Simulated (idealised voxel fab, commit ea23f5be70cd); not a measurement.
The process module that follows is named voxel self aligned vias.
It is cross-section cut that appears here, measuring 175 nm in width, its square cells being 5 nm in size.
A cross-section is a grid of square cells, given in bands from the top down. A band is one or more rows of cells. Band entry format. Leading values: height of top, height of bottom, nm. Remainder: materials in left-to-right order, each with its width in nm. Special words: "full width" on a single material, which then fills the band edge to edge; "empty", empty space. We count height from 0. Below that, the starting wafer is all one material. The lowest band never ends at the bottom but goes on down; see "0 -> down" for how that is written. Per-row width for "30 to 40": begins at first number (top row of band), ends at second number (bottom row), increment between rows held constant. No cell of the cross-section changed in a step that is given as "no modifications". Entry "Closed void catalog". Content: empty spaces with no open connection to the top, size 8 cells or greater. Each: width x height at distance. Distance: from left edge. Unit: nm. It should be noted that, on the line of a given step, the content following the step's settings is a remark produced by the simulator itself with respect to that step. If you see "overlay nm" on a step's line and that step has a mask, it's telling you how far right of where it was planned the mask ended up; a negative number means it went left instead.

-- Process steps foreseen in the plan
1 RECEIVE | material Si
2 CONFORMAL_DEP | material SiO2 | thk nm 10
3 CONFORMAL_DEP | material SiCN | thk nm 5
4 DIRECTIONAL_DEP | material SiO2 | thk nm 25
5 PATTERN | tone open | mask id LINES | material resist | width nm 30 | pitch nm 65 | thk nm 20 | overlay nm 0
6 DIRECTIONAL_ETCH | etch materials SiO2 | depth nm 25
7 STRIP | etch materials resist
8 CONFORMAL_DEP | material TiN | thk nm 5
9 FILL_DEP | material W | thk nm 10
10 CMP | height nm 40
11 SELECTIVE_ETCH | etch materials W Ru TiN | depth nm 10
12 FILL_DEP | material SiN | thk nm 10
13 CMP | height nm 40
14 DIRECTIONAL_DEP | material SiO2 | thk nm 15
15 DIRECTIONAL_DEP | material aC | thk nm 10
16 PATTERN | tone open | mask id VIAS | material resist | width nm 50 | thk nm 25 | overlay nm 0
17 DIRECTIONAL_ETCH | etch materials aC | depth nm 10
18 STRIP | etch materials resist
19 DIRECTIONAL_ETCH | etch materials SiO2 | depth nm 15
20 DIRECTIONAL_ETCH | etch materials SiN | depth nm 10
21 STRIP | etch materials aC
22 CONFORMAL_DEP | material TiN | thk nm 5
23 FILL_DEP | material Ru | thk nm 10
24 CMP | height nm 55
25 CONFORMAL_DEP | material SiN | thk nm 5

-- Shown in cross-section is the wafer as received, that is, as it stands after step 1
0 -> down: Si full width
Closed void catalog: none

-- Run as planned - first of the two wafers cross-sectioned at the end of the module
60 -> 55: SiN full width
55 -> 45: SiO2: 30 / TiN: 5 / Ru: 40 / TiN: 5 / SiO2: 95
45 -> 40: SiO2: 30 / TiN: 15 / Ru: 20 / TiN: 15 / SiO2: 95
40 -> 35: SiO2: 40 / TiN: 5 / Ru: 20 / TiN: 5 / SiO2: 35 / SiN: 30 / SiO2: 40
35 -> 30: SiO2: 40 / TiN: 30 / SiO2: 35 / SiN: 30 / SiO2: 40
30 -> 20: SiO2: 40 / TiN: 5 / W: 20 / TiN: 5 / SiO2: 35 / TiN: 5 / W: 20 / TiN: 5 / SiO2: 40
20 -> 15: SiO2: 40 / TiN: 30 / SiO2: 35 / TiN: 30 / SiO2: 40
15 -> 10: SiCN full width
10 -> 0: SiO2 full width
0 -> down: Si full width
Closed void catalog: none

-- Cross-sectional view: second of two wafers, end of module; start and plan identical to the first, one mistake in running
60 -> 55: SiN full width
55 -> 40: SiO2: 30 / TiN: 5 / Ru: 40 / TiN: 5 / SiO2: 95
40 -> 35: SiO2: 30 / TiN: 5 / Ru: 40 / TiN: 5 / SiO2: 25 / SiN: 30 / SiO2: 40
35 -> 30: SiO2: 30 / TiN: 50 / SiO2: 25 / SiN: 30 / SiO2: 40
30 -> 20: SiO2: 30 to 40 / TiN: 15 to 5 / W: 20 / TiN: 15 to 5 / SiO2: 25 to 35 / TiN: 5 / W: 20 / TiN: 5 / SiO2: 40
20 -> 15: SiO2: 40 / TiN: 30 / SiO2: 35 / TiN: 30 / SiO2: 40
15 -> 10: SiCN full width
10 -> 0: SiO2 full width
0 -> down: Si full width
Closed void catalog: none
So what did we get wrong on this run? the plan's step 19 ran twice
Final cells, second wafer relative to first, materials higher or lower: Ru: 8 more | SiO2: 12 fewer | TiN: 4 more
